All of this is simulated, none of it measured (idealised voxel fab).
process module | voxel quadruple lines
cross-section cut | 255 nm wide | cells 5 nm
A cross-section is a grid of square cells, given in bands from the top down. A band is one or more rows of cells.
Each band's line starts with the height of the band's top and of its bottom, in nm. Then come its materials from left to right, each with its width in nm. One material with "throughout" fills the band from edge to edge. "air" is empty space.
Height 0 is the level under which the wafer as received is all one material. The lowest band goes on downwards, as in "0 down".
A width such as "30 to 40" changes by the same amount from each row of cells to the next, from the band's top row to its bottom row.
"no change" after a step means that no cell of the cross-section changed.
closed voids: empty space of 8 cells or more with no open way to the top, each as width x height at its distance from the left edge, in nm
after a step's settings: what the simulator itself notes on the step
overlay nm, on a step with a mask: how far to the right of its planned place the mask lay; to the left if negative
plan
1 op RECEIVE | material Si
2 op CONFORMAL_DEP | material SiO2 | thk nm 10
3 op DIRECTIONAL_DEP | material Ru | thk nm 10
4 op DIRECTIONAL_DEP | material polySi | thk nm 20
5 op DIRECTIONAL_DEP | material aC | thk nm 20
6 op PATTERN | tone cover | mask id MANDREL | material resist | width nm 35 | thk nm 30 | overlay nm 0
7 op DIRECTIONAL_ETCH | etch materials aC | depth nm 20
8 op STRIP | etch materials resist
9 op CONFORMAL_DEP | material SiO2 | thk nm 15
10 op DIRECTIONAL_ETCH | etch materials SiO2 | depth nm 15
11 op STRIP | etch materials aC
12 op DIRECTIONAL_ETCH | etch materials polySi | depth nm 20
13 op STRIP | etch materials SiO2
14 op CONFORMAL_DEP | material SiCN | thk nm 10
15 op DIRECTIONAL_ETCH | etch materials SiCN | depth nm 10
16 op STRIP | etch materials polySi
17 op DIRECTIONAL_ETCH | etch materials Ru | depth nm 10
18 op STRIP | etch materials SiCN
19 op FILL_DEP | material lowk | thk nm 5
20 op CMP | height nm 20
as received, after step 1
  0 down: Si throughout
  closed voids: none
first wafer at the end, as planned
  20 to 10: lowk 85 | Ru 10 | lowk 15 | Ru 10 | lowk 15 | Ru 10 | lowk 15 | Ru 10 | lowk 85
  10 to 0: SiO2 throughout
  0 down: Si throughout
  closed voids: none
second wafer at the end: like start, like plan, one mistake
  20 to 10: polySi throughout
  10 to 0: SiO2 throughout
  0 down: Si throughout
  closed voids: none
what went wrong: steps 3 and 4 were swapped
at the end the second wafer has, in cells: 16 fewer of Ru | 86 fewer of lowk | 102 more of polySi
